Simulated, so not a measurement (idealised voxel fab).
Process module in this document: voxel wiring stack
The cross-section shown here is cut; it is 225 nm wide and divided into square cells measuring 5 nm on a side.
Just so we're on the same page, the cross-sections are grids of square cells, and they're listed out in bands top to bottom, each band one or more rows deep. Top, bottom (nm), then materials left to right with widths (nm); lone material tagged "all across" fills the whole band edge to edge; "blank" = empty space. Convention: height 0 is the level below which the wafer, as received, is all one material. The lowest band does not terminate at the bottom but continues downward, represented as "0 down". It should be noted that a width expressed as "30 to 40" varies in equal increments from row to row of cells within the band, taking the value of the first number at the top row and that of the second number at the bottom row. When a step is marked "nothing changed", none of the cells in the cross-section changed during that step. Each empty space that has no open way to the top and spans at least 8 cells appears under "Sealed void list" as width x height at distance, the distance counted from the left edge, all in nm. Read whatever lies past the settings on a step's line as the simulator's own remark about the step. overlay nm: for a step with a mask, the amount by which the mask lay right of where it was planned; a negative amount means left of it. Pairs ahead. Before: cross-section ahead of one process step. After: cross-section once the step is done, shown to the lowest changed band only. Under each pair: that step, with settings. Caution: pairs may come from different runs of this module on the same starting wafer; a pair follows the pair above only where its "Status before step" entry says so.
Status before step
130 to 115 = SiO2: 80, blank: 20, SiO2: 20, blank: 20, SiO2: 85
115 to 100 = SiO2: 80, blank: 15, SiO2: 130
100 to 95 = SiCN all across
95 to 90 = SiCN: 75, Ru: 30, SiCN: 10, Ru: 30, SiCN: 80
90 to 70 = SiO2: 80, TiN: 5, Cu: 10, TiN: 5, SiO2: 20, TiN: 5, Cu: 10, TiN: 5, SiO2: 85
70 to 65 = SiN: 80, TiN: 20, SiN: 20, TiN: 20, SiN: 85
65 to 60 = SiCN: 80, TiN: 15, SiCN: 130
60 to 40 = SiO2 all across
40 to 20 = lowk: 80, Ru: 20, lowk: 20, Ru: 20, lowk: 85
20 to 15 = lowk: 80, TiN: 20, lowk: 20, TiN: 20, lowk: 85
15 to 0 = SiO2 all across
0 down = Si all across
Sealed void list: none
After the Step
130 to 115 = SiO2: 80, blank: 20, SiO2: 20, blank: 20, SiO2: 85
115 to 100 = SiO2: 80, blank: 15, SiO2: 130
100 to 95 = SiCN: 80, blank: 15, SiCN: 130
Below 95 it's all the same as before, nothing changed down there.
Sealed void list: none
The process step bridging the two cross-sections above: MASKED_ETCH: tone open, mask id METAL_3, width nm 20, pitch nm 40, etch materials SiCN, depth nm 5, overlay nm 0
Status before step: no separate figure, the pair right above already shows it after its step.
After the Step
135 to 130 = TiN: 85, blank: 10, TiN: 30, blank: 10, TiN: 90
130 to 120 = SiO2: 80, TiN: 5, blank: 10, TiN: 5, SiO2: 20, TiN: 5, blank: 10, TiN: 5, SiO2: 85
120 to 115 = SiO2: 80, TiN: 5, blank: 5, TiN: 10, SiO2: 20, TiN: 20, SiO2: 85
115 to 100 = SiO2: 80, TiN: 5, blank: 5, TiN: 5, SiO2: 130
100 to 95 = SiCN: 80, TiN: 15, SiCN: 130
Below 95 it's all the same as before, nothing changed down there.
Sealed void list: none
The process step bridging the two cross-sections above: CONFORMAL_DEP: material TiN, thk nm 5
Status before step: no separate figure, the pair right above already shows it after its step.
After the Step
145 to 135 = Cu all across
135 to 130 = TiN: 85, Cu: 10, TiN: 30, Cu: 10, TiN: 90
130 to 120 = SiO2: 80, TiN: 5, Cu: 10, TiN: 5, SiO2: 20, TiN: 5, Cu: 10, TiN: 5, SiO2: 85
120 to 115 = SiO2: 80, TiN: 5, Cu: 5, TiN: 10, SiO2: 20, TiN: 20, SiO2: 85
115 to 100 = SiO2: 80, TiN: 5, Cu: 5, TiN: 5, SiO2: 130
Below 100 it's all the same as before, nothing changed down there.
Sealed void list: none
The process step bridging the two cross-sections above: FILL_DEP: material Cu, thk nm 10
Status before step: no separate figure, the pair right above already shows it after its step.
After the Step
130 to 120 = SiO2: 80, TiN: 5, Cu: 10, TiN: 5, SiO2: 20, TiN: 5, Cu: 10, TiN: 5, SiO2: 85
Below 120 it's all the same as before, nothing changed down there.
Sealed void list: none
The process step bridging the two cross-sections above: CMP: height nm 130
Status before step: no separate figure, the pair right above already shows it after its step.
After the Step
135 to 130 = SiN all across
Below 130 it's all the same as before, nothing changed down there.
Sealed void list: none
The process step bridging the two cross-sections above: CONFORMAL_DEP: material SiN, thk nm 5
Status before step
45 to 40 = lowk all across
40 to 20 = lowk: 80, Ru: 20, lowk: 20, Ru: 20, lowk: 85
20 to 15 = lowk: 80, TiN: 20, lowk: 20, TiN: 20, lowk: 85
15 to 0 = SiO2 all across
0 down = Si all across
Sealed void list: none
After the Step
35 to 20 = lowk: 80, Ru: 20, lowk: 20, Ru: 20, lowk: 85
Below 20 it's all the same as before, nothing changed down there.
Sealed void list: none
The process step bridging the two cross-sections above: CMP: height nm 35
Status before step: no separate figure, the pair right above already shows it after its step.
After the Step
40 to 35 = SiCN all across
Below 35 it's all the same as before, nothing changed down there.
Sealed void list: none
The process step bridging the two cross-sections above: CONFORMAL_DEP: material SiCN, thk nm 5
Status before step: no separate figure, the pair right above already shows it after its step.
After the Step
60 to 40 = SiO2 all across
Below 40 it's all the same as before, nothing changed down there.
Sealed void list: none
The process step bridging the two cross-sections above: DIRECTIONAL_DEP: material SiO2, thk nm 20
Status before step: no separate figure, the pair right above already shows it after its step.
After the Step
70 to 60 = aC all across
Below 60 it's all the same as before, nothing changed down there.
Sealed void list: none
The process step bridging the two cross-sections above: DIRECTIONAL_DEP: material aC, thk nm 10
Status before step: no separate figure, the pair right above already shows it after its step.
After the Step
95 to 70 = resist: 80, blank: 15, resist: 130
Below 70 it's all the same as before, nothing changed down there.
Sealed void list: none
The process step bridging the two cross-sections above: PATTERN: tone open, mask id PLUG_1, material resist, width nm 15, thk nm 25, overlay nm 0
Status before step: no separate figure, the pair right above already shows it after its step.
After the Step
85 to 70 = resist: 80, blank: 15, resist: 130
70 to 60 = aC: 80, blank: 15, aC: 130
Below 60 it's all the same as before, nothing changed down there.
Sealed void list: none
The process step bridging the two cross-sections above: DIRECTIONAL_ETCH: etch materials aC, depth nm 10
Status before step: no separate figure, the pair right above already shows it after its step.
After the Step
70 to 60 = aC: 80, blank: 15, aC: 130
Below 60 it's all the same as before, nothing changed down there.
Sealed void list: none
The process step bridging the two cross-sections above: STRIP: etch materials resist
Status before step: no separate figure, the pair right above already shows it after its step.
After the Step
70 to 60 = aC: 80, blank: 15, aC: 130
60 to 40 = SiO2: 80, blank: 15, SiO2: 130
Below 40 it's all the same as before, nothing changed down there.
Sealed void list: none
The process step bridging the two cross-sections above: DIRECTIONAL_ETCH: etch materials SiO2, depth nm 20
Status before step: no separate figure, the pair right above already shows it after its step.
After the Step
70 to 60 = aC: 80, blank: 15, aC: 130
60 to 40 = SiO2: 80, blank: 15, SiO2: 130
40 to 35 = SiCN: 80, blank: 15, SiCN: 130
Below 35 it's all the same as before, nothing changed down there.
Sealed void list: none
The process step bridging the two cross-sections above: DIRECTIONAL_ETCH: etch materials SiCN, depth nm 5
Status before step: no separate figure, the pair right above already shows it after its step.
After the Step
60 to 40 = SiO2: 80, blank: 15, SiO2: 130
Below 40 it's all the same as before, nothing changed down there.
Sealed void list: none
The process step bridging the two cross-sections above: STRIP: etch materials aC
Status before step: no separate figure, the pair right above already shows it after its step.
After the Step
65 to 60 = TiN: 85, blank: 5, TiN: 135
60 to 40 = SiO2: 80, TiN: 5, blank: 5, TiN: 5, SiO2: 130
40 to 35 = SiCN: 80, TiN: 15, SiCN: 130
Below 35 it's all the same as before, nothing changed down there.
Sealed void list: none
The process step bridging the two cross-sections above: CONFORMAL_DEP: material TiN, thk nm 5
Status before step: no separate figure, the pair right above already shows it after its step.
After the Step
75 to 65 = Ru all across
65 to 60 = TiN: 85, Ru: 5, TiN: 135
60 to 40 = SiO2: 80, TiN: 5, Ru: 5, TiN: 5, SiO2: 130
Below 40 it's all the same as before, nothing changed down there.
Sealed void list: none
The process step bridging the two cross-sections above: FILL_DEP: material Ru, thk nm 10
Status before step: no separate figure, the pair right above already shows it after its step.
After the Step
65 to 60 = TiN: 85, Ru: 5, TiN: 135
Below 60 it's all the same as before, nothing changed down there.
Sealed void list: none
The process step bridging the two cross-sections above: CMP: height nm 65
Status before step: no separate figure, the pair right above already shows it after its step.
After the Step
70 to 65 = SiN all across
Below 65 it's all the same as before, nothing changed down there.
Sealed void list: none
The process step bridging the two cross-sections above: CONFORMAL_DEP: material SiN, thk nm 5
Status before step: no separate figure, the pair right above already shows it after its step.
After the Step
90 to 70 = SiO2 all across
Below 70 it's all the same as before, nothing changed down there.
Sealed void list: none
The process step bridging the two cross-sections above: DIRECTIONAL_DEP: material SiO2, thk nm 20
Status before step: no separate figure, the pair right above already shows it after its step.
After the Step
105 to 90 = aC all across
Below 90 it's all the same as before, nothing changed down there.
Sealed void list: none
The process step bridging the two cross-sections above: DIRECTIONAL_DEP: material aC, thk nm 15
Status before step: no separate figure, the pair right above already shows it after its step.
After the Step
135 to 105 = resist: 80, blank: 20, resist: 20, blank: 20, resist: 85
Below 105 it's all the same as before, nothing changed down there.
Sealed void list: none
The process step bridging the two cross-sections above: PATTERN: tone open, mask id METAL_2, material resist, width nm 20, pitch nm 40, thk nm 30, overlay nm 0
Status before step: no separate figure, the pair right above already shows it after its step.
After the Step
120 to 105 = resist: 80, blank: 20, resist: 20, blank: 20, resist: 85
105 to 90 = aC: 80, blank: 20, aC: 20, blank: 20, aC: 85
Below 90 it's all the same as before, nothing changed down there.
Sealed void list: none
The process step bridging the two cross-sections above: DIRECTIONAL_ETCH: etch materials aC, depth nm 15
Status before step: no separate figure, the pair right above already shows it after its step.
After the Step
105 to 90 = aC: 80, blank: 20, aC: 20, blank: 20, aC: 85
Below 90 it's all the same as before, nothing changed down there.
Sealed void list: none
The process step bridging the two cross-sections above: STRIP: etch materials resist
Status before step: no separate figure, the pair right above already shows it after its step.
After the Step
105 to 90 = aC: 80, blank: 20, aC: 20, blank: 20, aC: 85
90 to 70 = SiO2: 80, blank: 20, SiO2: 20, blank: 20, SiO2: 85
Below 70 it's all the same as before, nothing changed down there.
Sealed void list: none
The process step bridging the two cross-sections above: DIRECTIONAL_ETCH: etch materials SiO2, depth nm 20
Status before step: no separate figure, the pair right above already shows it after its step.
After the Step
105 to 90 = aC: 80, blank: 20, aC: 20, blank: 20, aC: 85
90 to 70 = SiO2: 80, blank: 20, SiO2: 20, blank: 20, SiO2: 85
70 to 65 = SiN: 80, blank: 20, SiN: 20, blank: 20, SiN: 85
Below 65 it's all the same as before, nothing changed down there.
Sealed void list: none
The process step bridging the two cross-sections above: DIRECTIONAL_ETCH: etch materials SiN, depth nm 5
Status before step: no separate figure, the pair right above already shows it after its step.
After the Step
90 to 70 = SiO2: 80, blank: 20, SiO2: 20, blank: 20, SiO2: 85
Below 70 it's all the same as before, nothing changed down there.
Sealed void list: none
The process step bridging the two cross-sections above: STRIP: etch materials aC
Status before step: no separate figure, the pair right above already shows it after its step.
After the Step
95 to 90 = TiN: 85, blank: 10, TiN: 30, blank: 10, TiN: 90
90 to 70 = SiO2: 80, TiN: 5, blank: 10, TiN: 5, SiO2: 20, TiN: 5, blank: 10, TiN: 5, SiO2: 85
70 to 65 = SiN: 80, TiN: 20, SiN: 20, TiN: 20, SiN: 85
Below 65 it's all the same as before, nothing changed down there.
Sealed void list: none
The process step bridging the two cross-sections above: CONFORMAL_DEP: material TiN, thk nm 5
Status before step: no separate figure, the pair right above already shows it after its step.
After the Step
100 to 95 = Cu all across
95 to 90 = TiN: 85, Cu: 10, TiN: 30, Cu: 10, TiN: 90
90 to 70 = SiO2: 80, TiN: 5, Cu: 10, TiN: 5, SiO2: 20, TiN: 5, Cu: 10, TiN: 5, SiO2: 85
Below 70 it's all the same as before, nothing changed down there.
Sealed void list: none
The process step bridging the two cross-sections above: FILL_DEP: material Cu, thk nm 5
Status before step: no separate figure, the pair right above already shows it after its step.
After the Step
90 to 70 = SiO2: 80, TiN: 5, Cu: 10, TiN: 5, SiO2: 20, TiN: 5, Cu: 10, TiN: 5, SiO2: 85
Below 70 it's all the same as before, nothing changed down there.
Sealed void list: none
The process step bridging the two cross-sections above: CMP: height nm 90
Status before step: no separate figure, the pair right above already shows it after its step.
After the Step
95 to 90 = blank: 75, Ru: 30, blank: 10, Ru: 30, blank: 80
Below 90 it's all the same as before, nothing changed down there.
Sealed void list: none
The process step bridging the two cross-sections above: EPI: material Ru, thk nm 5
Status before step: no separate figure, the pair right above already shows it after its step.
After the Step
100 to 95 = SiCN all across
95 to 90 = SiCN: 75, Ru: 30, SiCN: 10, Ru: 30, SiCN: 80
Below 90 it's all the same as before, nothing changed down there.
Sealed void list: none
The process step bridging the two cross-sections above: FILL_DEP: material SiCN, thk nm 5
Status before step: no separate figure, the pair right above already shows it after its step.
After the Step
130 to 100 = SiO2 all across
Below 100 it's all the same as before, nothing changed down there.
Sealed void list: none
The process step bridging the two cross-sections above: DIRECTIONAL_DEP: material SiO2, thk nm 30
Status before step: no separate figure, the pair right above already shows it after its step.
After the Step
130 to 100 = SiO2: 80, blank: 15, SiO2: 130
Below 100 it's all the same as before, nothing changed down there.
Sealed void list: none
The process step bridging the two cross-sections above: MASKED_ETCH: tone open, mask id METAL_3_HOLES, width nm 15, etch materials SiO2, depth nm 30, overlay nm 0
Status before step: no separate figure, the pair right above already shows it after its step.
After the Step
130 to 115 = SiO2: 80, blank: 20, SiO2: 20, blank: 20, SiO2: 85
Below 115 it's all the same as before, nothing changed down there.
Sealed void list: none
The process step bridging the two cross-sections above: MASKED_ETCH: tone open, mask id METAL_3, width nm 20, pitch nm 40, etch materials SiO2, depth nm 15, overlay nm 0
Status before step: no separate figure, the pair right above already shows it after its step.
After the Step
130 to 115 = SiO2: 80, blank: 20, SiO2: 20, blank: 20, SiO2: 85
115 to 100 = SiO2: 80, blank: 15, SiO2: 130
100 to 95 = SiCN: 80, blank: 15, SiCN: 130
Below 95 it's all the same as before, nothing changed down there.
Sealed void list: none
The process step bridging the two cross-sections above: MASKED_ETCH: tone open, mask id METAL_3, width nm 20, pitch nm 40, etch materials SiCN, depth nm 5, overlay nm 0
Status before step: no separate figure, the pair right above already shows it after its step.
After the Step
135 to 130 = TiN: 85, blank: 10, TiN: 30, blank: 10, TiN: 90
130 to 120 = SiO2: 80, TiN: 5, blank: 10, TiN: 5, SiO2: 20, TiN: 5, blank: 10, TiN: 5, SiO2: 85
120 to 115 = SiO2: 80, TiN: 5, blank: 5, TiN: 10, SiO2: 20, TiN: 20, SiO2: 85
115 to 100 = SiO2: 80, TiN: 5, blank: 5, TiN: 5, SiO2: 130
100 to 95 = SiCN: 80, TiN: 15, SiCN: 130
Below 95 it's all the same as before, nothing changed down there.
Sealed void list: none
The process step bridging the two cross-sections above: CONFORMAL_DEP: material TiN, thk nm 5
Status before step: no separate figure, the pair right above already shows it after its step.
After the Step
145 to 135 = Cu all across
135 to 130 = TiN: 85, Cu: 10, TiN: 30, Cu: 10, TiN: 90
130 to 120 = SiO2: 80, TiN: 5, Cu: 10, TiN: 5, SiO2: 20, TiN: 5, Cu: 10, TiN: 5, SiO2: 85
120 to 115 = SiO2: 80, TiN: 5, Cu: 5, TiN: 10, SiO2: 20, TiN: 20, SiO2: 85
115 to 100 = SiO2: 80, TiN: 5, Cu: 5, TiN: 5, SiO2: 130
Below 100 it's all the same as before, nothing changed down there.
Sealed void list: none
The process step bridging the two cross-sections above: FILL_DEP: material Cu, thk nm 10
Status before step: no separate figure, the pair right above already shows it after its step.
After the Step
130 to 120 = SiO2: 80, TiN: 5, Cu: 10, TiN: 5, SiO2: 20, TiN: 5, Cu: 10, TiN: 5, SiO2: 85
Below 120 it's all the same as before, nothing changed down there.
Sealed void list: none
The process step bridging the two cross-sections above: CMP: height nm 130
Status before step: no separate figure, the pair right above already shows it after its step.
After the Step
135 to 130 = SiN all across
Below 130 it's all the same as before, nothing changed down there.
Sealed void list: none
The process step bridging the two cross-sections above: CONFORMAL_DEP: material SiN, thk nm 5
Status before step
130 to 100 = SiO2: 80, blank: 15, SiO2: 130
100 to 95 = SiCN all across
95 to 90 = SiCN: 75, Ru: 30, SiCN: 10, Ru: 30, SiCN: 80
90 to 70 = SiO2: 80, TiN: 5, Cu: 10, TiN: 5, SiO2: 20, TiN: 5, Cu: 10, TiN: 5, SiO2: 85
70 to 65 = SiN: 80, TiN: 20, SiN: 20, TiN: 20, SiN: 85
65 to 45 = SiO2: 80, TiN: 5, Ru: 5, TiN: 5, SiO2: 130
45 to 40 = SiCN: 80, TiN: 15, SiCN: 130
40 to 20 = lowk: 80, Ru: 20, lowk: 20, Ru: 20, lowk: 85
20 to 15 = lowk: 80, TiN: 20, lowk: 20, TiN: 20, lowk: 85
15 to 0 = SiO2 all across
0 down = Si all across
Sealed void list: none
After the Step
130 to 115 = SiO2: 80, blank: 20, SiO2: 25, blank: 15, SiO2: 85
Below 115 it's all the same as before, nothing changed down there.
Sealed void list: none
The process step bridging the two cross-sections above: MASKED_ETCH: tone open, mask id METAL_3, width nm 15, pitch nm 40, etch materials SiO2, depth nm 15, overlay nm 0
Status before step: no separate figure, the pair right above already shows it after its step.
After the Step
130 to 115 = SiO2: 80, blank: 20, SiO2: 25, blank: 15, SiO2: 85
115 to 100 = SiO2: 80, blank: 15, SiO2: 130
100 to 95 = SiCN: 80, blank: 15, SiCN: 130
Below 95 it's all the same as before, nothing changed down there.
Sealed void list: none
The process step bridging the two cross-sections above: MASKED_ETCH: tone open, mask id METAL_3, width nm 20, pitch nm 40, etch materials SiCN, depth nm 5, overlay nm 0
Status before step: no separate figure, the pair right above already shows it after its step.
After the Step
135 to 130 = TiN: 85, blank: 10, TiN: 35, blank: 5, TiN: 90
130 to 120 = SiO2: 80, TiN: 5, blank: 10, TiN: 5, SiO2: 25, TiN: 5, blank: 5, TiN: 5, SiO2: 85
120 to 115 = SiO2: 80, TiN: 5, blank: 5, TiN: 10, SiO2: 25, TiN: 15, SiO2: 85
115 to 100 = SiO2: 80, TiN: 5, blank: 5, TiN: 5, SiO2: 130
100 to 95 = SiCN: 80, TiN: 15, SiCN: 130
Below 95 it's all the same as before, nothing changed down there.
Sealed void list: none
The process step bridging the two cross-sections above: CONFORMAL_DEP: material TiN, thk nm 5
Status before step: no separate figure, the pair right above already shows it after its step.
After the Step
145 to 135 = Cu all across
135 to 130 = TiN: 85, Cu: 10, TiN: 35, Cu: 5, TiN: 90
130 to 120 = SiO2: 80, TiN: 5, Cu: 10, TiN: 5, SiO2: 25, TiN: 5, Cu: 5, TiN: 5, SiO2: 85
120 to 115 = SiO2: 80, TiN: 5, Cu: 5, TiN: 10, SiO2: 25, TiN: 15, SiO2: 85
115 to 100 = SiO2: 80, TiN: 5, Cu: 5, TiN: 5, SiO2: 130
Below 100 it's all the same as before, nothing changed down there.
Sealed void list: none
The process step bridging the two cross-sections above: FILL_DEP: material Cu, thk nm 10
Status before step: no separate figure, the pair right above already shows it after its step.
After the Step
130 to 120 = SiO2: 80, TiN: 5, Cu: 10, TiN: 5, SiO2: 25, TiN: 5, Cu: 5, TiN: 5, SiO2: 85
Below 120 it's all the same as before, nothing changed down there.
Sealed void list: none
The process step bridging the two cross-sections above: CMP: height nm 130
Status before step: no separate figure, the pair right above already shows it after its step.
After the Step
135 to 130 = SiN all across
Below 130 it's all the same as before, nothing changed down there.
Sealed void list: none
The process step bridging the two cross-sections above: CONFORMAL_DEP: material SiN, thk nm 5
Status before step
40 to 20 = Ru all across
20 to 15 = TiN all across
15 to 0 = SiO2 all across
0 down = Si all across
Sealed void list: none
After the Step
40 to 20 = blank: 85, Ru: 20, blank: 20, Ru: 20, blank: 80
Below 20 it's all the same as before, nothing changed down there.
Sealed void list: none
The process step bridging the two cross-sections above: MASKED_ETCH: tone cover, mask id METAL_1, width nm 20, pitch nm 40, etch materials Ru, depth nm 20, overlay nm 5
Status before step: no separate figure, the pair right above already shows it after its step.
After the Step
40 to 20 = blank: 85, Ru: 20, blank: 20, Ru: 20, blank: 80
20 to 15 = blank: 80, TiN: 25, blank: 15, TiN: 25, blank: 80
Below 15 it's all the same as before, nothing changed down there.
Sealed void list: none
The process step bridging the two cross-sections above: MASKED_ETCH: tone cover, mask id METAL_1, width nm 20, pitch nm 40, etch materials TiN, depth nm 5, overlay nm 0
Status before step: no separate figure, the pair right above already shows it after its step.
After the Step
45 to 40 = lowk all across
40 to 20 = lowk: 85, Ru: 20, lowk: 20, Ru: 20, lowk: 80
20 to 15 = lowk: 80, TiN: 25, lowk: 15, TiN: 25, lowk: 80
Below 15 it's all the same as before, nothing changed down there.
Sealed void list: none
The process step bridging the two cross-sections above: FILL_DEP: material lowk, thk nm 5
Status before step: no separate figure, the pair right above already shows it after its step.
After the Step
40 to 20 = lowk: 85, Ru: 20, lowk: 20, Ru: 20, lowk: 80
Below 20 it's all the same as before, nothing changed down there.
Sealed void list: none
The process step bridging the two cross-sections above: CMP: height nm 40
Status before step: no separate figure, the pair right above already shows it after its step.
After the Step
45 to 40 = SiCN all across
Below 40 it's all the same as before, nothing changed down there.
Sealed void list: none
The process step bridging the two cross-sections above: CONFORMAL_DEP: material SiCN, thk nm 5
Status before step: no separate figure, the pair right above already shows it after its step.
After the Step
65 to 45 = SiO2 all across
Below 45 it's all the same as before, nothing changed down there.
Sealed void list: none
The process step bridging the two cross-sections above: DIRECTIONAL_DEP: material SiO2, thk nm 20
Status before step: no separate figure, the pair right above already shows it after its step.
After the Step
75 to 65 = aC all across
Below 65 it's all the same as before, nothing changed down there.
Sealed void list: none
The process step bridging the two cross-sections above: DIRECTIONAL_DEP: material aC, thk nm 10
Status before step: no separate figure, the pair right above already shows it after its step.
After the Step
100 to 75 = resist: 80, blank: 15, resist: 130
Below 75 it's all the same as before, nothing changed down there.
Sealed void list: none
The process step bridging the two cross-sections above: PATTERN: tone open, mask id PLUG_1, material resist, width nm 15, thk nm 25, overlay nm 0
Status before step: no separate figure, the pair right above already shows it after its step.
After the Step
90 to 75 = resist: 80, blank: 15, resist: 130
75 to 65 = aC: 80, blank: 15, aC: 130
Below 65 it's all the same as before, nothing changed down there.
Sealed void list: none
The process step bridging the two cross-sections above: DIRECTIONAL_ETCH: etch materials aC, depth nm 10
Status before step: no separate figure, the pair right above already shows it after its step.
After the Step
75 to 65 = aC: 80, blank: 15, aC: 130
Below 65 it's all the same as before, nothing changed down there.
Sealed void list: none
The process step bridging the two cross-sections above: STRIP: etch materials resist
Status before step: no separate figure, the pair right above already shows it after its step.
After the Step
75 to 65 = aC: 80, blank: 15, aC: 130
65 to 45 = SiO2: 80, blank: 15, SiO2: 130
Below 45 it's all the same as before, nothing changed down there.
Sealed void list: none
The process step bridging the two cross-sections above: DIRECTIONAL_ETCH: etch materials SiO2, depth nm 20
Status before step: no separate figure, the pair right above already shows it after its step.
After the Step
75 to 65 = aC: 80, blank: 15, aC: 130
65 to 45 = SiO2: 80, blank: 15, SiO2: 130
45 to 40 = SiCN: 80, blank: 15, SiCN: 130
Below 40 it's all the same as before, nothing changed down there.
Sealed void list: none
The process step bridging the two cross-sections above: DIRECTIONAL_ETCH: etch materials SiCN, depth nm 5
Status before step: no separate figure, the pair right above already shows it after its step.
After the Step
65 to 45 = SiO2: 80, blank: 15, SiO2: 130
Below 45 it's all the same as before, nothing changed down there.
Sealed void list: none
The process step bridging the two cross-sections above: STRIP: etch materials aC
Status before step: no separate figure, the pair right above already shows it after its step.
After the Step
70 to 65 = TiN: 85, blank: 5, TiN: 135
65 to 45 = SiO2: 80, TiN: 5, blank: 5, TiN: 5, SiO2: 130
45 to 40 = SiCN: 80, TiN: 15, SiCN: 130
Below 40 it's all the same as before, nothing changed down there.
Sealed void list: none
The process step bridging the two cross-sections above: CONFORMAL_DEP: material TiN, thk nm 5
Status before step: no separate figure, the pair right above already shows it after its step.
After the Step
80 to 70 = Ru all across
70 to 65 = TiN: 85, Ru: 5, TiN: 135
65 to 45 = SiO2: 80, TiN: 5, Ru: 5, TiN: 5, SiO2: 130
Below 45 it's all the same as before, nothing changed down there.
Sealed void list: none
The process step bridging the two cross-sections above: FILL_DEP: material Ru, thk nm 10
Status before step: no separate figure, the pair right above already shows it after its step.
After the Step
65 to 45 = SiO2: 80, TiN: 5, Ru: 5, TiN: 5, SiO2: 130
Below 45 it's all the same as before, nothing changed down there.
Sealed void list: none
The process step bridging the two cross-sections above: CMP: height nm 65
Status before step: no separate figure, the pair right above already shows it after its step.
After the Step
70 to 65 = SiN all across
Below 65 it's all the same as before, nothing changed down there.
Sealed void list: none
The process step bridging the two cross-sections above: CONFORMAL_DEP: material SiN, thk nm 5
Status before step: no separate figure, the pair right above already shows it after its step.
After the Step
90 to 70 = SiO2 all across
Below 70 it's all the same as before, nothing changed down there.
Sealed void list: none
The process step bridging the two cross-sections above: DIRECTIONAL_DEP: material SiO2, thk nm 20
Status before step: no separate figure, the pair right above already shows it after its step.
After the Step
105 to 90 = aC all across
Below 90 it's all the same as before, nothing changed down there.
Sealed void list: none
The process step bridging the two cross-sections above: DIRECTIONAL_DEP: material aC, thk nm 15
Status before step: no separate figure, the pair right above already shows it after its step.
After the Step
135 to 105 = resist: 80, blank: 20, resist: 20, blank: 20, resist: 85
Below 105 it's all the same as before, nothing changed down there.
Sealed void list: none
The process step bridging the two cross-sections above: PATTERN: tone open, mask id METAL_2, material resist, width nm 20, pitch nm 40, thk nm 30, overlay nm 0
Status before step: no separate figure, the pair right above already shows it after its step.
After the Step
120 to 105 = resist: 80, blank: 20, resist: 20, blank: 20, resist: 85
105 to 90 = aC: 80, blank: 20, aC: 20, blank: 20, aC: 85
Below 90 it's all the same as before, nothing changed down there.
Sealed void list: none
The process step bridging the two cross-sections above: DIRECTIONAL_ETCH: etch materials aC, depth nm 15
Status before step: no separate figure, the pair right above already shows it after its step.
After the Step
105 to 90 = aC: 80, blank: 20, aC: 20, blank: 20, aC: 85
Below 90 it's all the same as before, nothing changed down there.
Sealed void list: none
The process step bridging the two cross-sections above: STRIP: etch materials resist
Status before step: no separate figure, the pair right above already shows it after its step.
After the Step
105 to 90 = aC: 80, blank: 20, aC: 20, blank: 20, aC: 85
90 to 70 = SiO2: 80, blank: 20, SiO2: 20, blank: 20, SiO2: 85
Below 70 it's all the same as before, nothing changed down there.
Sealed void list: none
The process step bridging the two cross-sections above: DIRECTIONAL_ETCH: etch materials SiO2, depth nm 20
Status before step: no separate figure, the pair right above already shows it after its step.
After the Step
105 to 90 = aC: 80, blank: 20, aC: 20, blank: 20, aC: 85
90 to 70 = SiO2: 80, blank: 20, SiO2: 20, blank: 20, SiO2: 85
70 to 65 = SiN: 80, blank: 20, SiN: 20, blank: 20, SiN: 85
Below 65 it's all the same as before, nothing changed down there.
Sealed void list: none
The process step bridging the two cross-sections above: DIRECTIONAL_ETCH: etch materials SiN, depth nm 5
Status before step: no separate figure, the pair right above already shows it after its step.
After the Step
90 to 70 = SiO2: 80, blank: 20, SiO2: 20, blank: 20, SiO2: 85
Below 70 it's all the same as before, nothing changed down there.
Sealed void list: none
The process step bridging the two cross-sections above: STRIP: etch materials aC
Status before step: no separate figure, the pair right above already shows it after its step.
After the Step
95 to 90 = TiN: 85, blank: 10, TiN: 30, blank: 10, TiN: 90
90 to 70 = SiO2: 80, TiN: 5, blank: 10, TiN: 5, SiO2: 20, TiN: 5, blank: 10, TiN: 5, SiO2: 85
70 to 65 = SiN: 80, TiN: 20, SiN: 20, TiN: 20, SiN: 85
Below 65 it's all the same as before, nothing changed down there.
Sealed void list: none
The process step bridging the two cross-sections above: CONFORMAL_DEP: material TiN, thk nm 5
Status before step: no separate figure, the pair right above already shows it after its step.
After the Step
100 to 95 = Cu all across
95 to 90 = TiN: 85, Cu: 10, TiN: 30, Cu: 10, TiN: 90
90 to 70 = SiO2: 80, TiN: 5, Cu: 10, TiN: 5, SiO2: 20, TiN: 5, Cu: 10, TiN: 5, SiO2: 85
Below 70 it's all the same as before, nothing changed down there.
Sealed void list: none
The process step bridging the two cross-sections above: FILL_DEP: material Cu, thk nm 5
Status before step: no separate figure, the pair right above already shows it after its step.
After the Step
90 to 70 = SiO2: 80, TiN: 5, Cu: 10, TiN: 5, SiO2: 20, TiN: 5, Cu: 10, TiN: 5, SiO2: 85
Below 70 it's all the same as before, nothing changed down there.
Sealed void list: none
The process step bridging the two cross-sections above: CMP: height nm 90
Status before step: no separate figure, the pair right above already shows it after its step.
After the Step
95 to 90 = blank: 75, Ru: 30, blank: 10, Ru: 30, blank: 80
Below 90 it's all the same as before, nothing changed down there.
Sealed void list: none
The process step bridging the two cross-sections above: EPI: material Ru, thk nm 5
Status before step: no separate figure, the pair right above already shows it after its step.
After the Step
100 to 95 = SiCN all across
95 to 90 = SiCN: 75, Ru: 30, SiCN: 10, Ru: 30, SiCN: 80
Below 90 it's all the same as before, nothing changed down there.
Sealed void list: none
The process step bridging the two cross-sections above: FILL_DEP: material SiCN, thk nm 5
Status before step: no separate figure, the pair right above already shows it after its step.
After the Step
130 to 100 = SiO2 all across
Below 100 it's all the same as before, nothing changed down there.
Sealed void list: none
The process step bridging the two cross-sections above: DIRECTIONAL_DEP: material SiO2, thk nm 30
Status before step: no separate figure, the pair right above already shows it after its step.
After the Step
130 to 100 = SiO2: 80, blank: 15, SiO2: 130
Below 100 it's all the same as before, nothing changed down there.
Sealed void list: none
The process step bridging the two cross-sections above: MASKED_ETCH: tone open, mask id METAL_3_HOLES, width nm 15, etch materials SiO2, depth nm 30, overlay nm 0
Status before step: no separate figure, the pair right above already shows it after its step.
After the Step
130 to 115 = SiO2: 80, blank: 20, SiO2: 20, blank: 20, SiO2: 85
Below 115 it's all the same as before, nothing changed down there.
Sealed void list: none
The process step bridging the two cross-sections above: MASKED_ETCH: tone open, mask id METAL_3, width nm 20, pitch nm 40, etch materials SiO2, depth nm 15, overlay nm 0
Status before step: no separate figure, the pair right above already shows it after its step.
After the Step
130 to 115 = SiO2: 80, blank: 20, SiO2: 20, blank: 20, SiO2: 85
115 to 100 = SiO2: 80, blank: 15, SiO2: 130
100 to 95 = SiCN: 80, blank: 15, SiCN: 130
Below 95 it's all the same as before, nothing changed down there.
Sealed void list: none
The process step bridging the two cross-sections above: MASKED_ETCH: tone open, mask id METAL_3, width nm 20, pitch nm 40, etch materials SiCN, depth nm 5, overlay nm 0
